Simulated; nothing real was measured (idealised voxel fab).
You're looking at the process module voxel quadruple lines.
We display cut, a cross-section 150 nm in width whose square cells are each 5 nm.
Think of the cross-section as a grid of square cells. We describe it in bands, top to bottom, and each band covers one or more rows of those cells. Each band's line starts with the height of the band's top and of its bottom, in nm. Then come its materials from left to right, each with its width in nm. One material with "edge to edge" fills the band from edge to edge. "air" is empty space. We count height from 0. Below that, the starting wafer is all one material. The lowest band never ends at the bottom but goes on down; see "from 0 down" for how that is written. Note: "30..40" means the width goes from the first number (top row of the band) to the second number (bottom row) in equal steps per row of cells. For the purposes of this document, the phrase "nothing different" attached to a step denotes that no cell within the cross-section was modified by that step. Closed-off voids of 8+ cells (no open route to the top) go in "Closed void catalog", written width x height at distance from the left edge, in nm. Step line, after settings: the simulator's comment on this step. A step's line can hold "overlay nm"; with a mask on that step, the setting says how far right of the planned place the mask lay, while a negative setting says it lay to the left.
Planned step list for the process
1,RECEIVE (material Si)
2,CONFORMAL_DEP (material Al2O3; thk nm 10)
3,DIRECTIONAL_DEP (material W; thk nm 10)
4,DIRECTIONAL_DEP (material polySi; thk nm 20)
5,DIRECTIONAL_DEP (material aC; thk nm 20)
6,PATTERN (tone cover; mask id MANDREL; material resist; width nm 30; thk nm 30; overlay nm 0)
7,DIRECTIONAL_ETCH (etch materials aC; depth nm 20)
8,STRIP (etch materials resist)
9,CONFORMAL_DEP (material SiO2; thk nm 10)
10,DIRECTIONAL_ETCH (etch materials SiO2; depth nm 10)
11,STRIP (etch materials aC)
12,DIRECTIONAL_ETCH (etch materials polySi; depth nm 20)
13,STRIP (etch materials SiO2)
14,CONFORMAL_DEP (material SiCN; thk nm 10)
15,DIRECTIONAL_ETCH (etch materials SiCN; depth nm 10)
16,STRIP (etch materials polySi)
17,DIRECTIONAL_ETCH (etch materials W; depth nm 10)
18,STRIP (etch materials SiCN)
Incoming wafer, cross-sectional view, post step 1
> from 0 down | Si edge to edge
> Closed void catalog: none
Post-module cross-section: identical start and plan to those above, one misstep in execution
> from 50 to 40 | air: 40; SiO2: 30; air: 10; SiO2: 30; air: 40
> from 40 to 30 | air: 40; SiO2: 10; polySi: 10; SiO2: 10; air: 10; SiO2: 10; polySi: 10; SiO2: 10; air: 40
> from 30 to 20 | SiO2: 50; polySi: 10; SiO2: 30; polySi: 10; SiO2: 50
> from 20 to 10 | W edge to edge
> from 10 to 0 | Al2O3 edge to edge
> from 0 down | Si edge to edge
> Closed void catalog: none
Diagnosis: step 14 was run on a setting that differed from the plan, and what really ran there is CONFORMAL_DEP (material SiO2; thk nm 10)
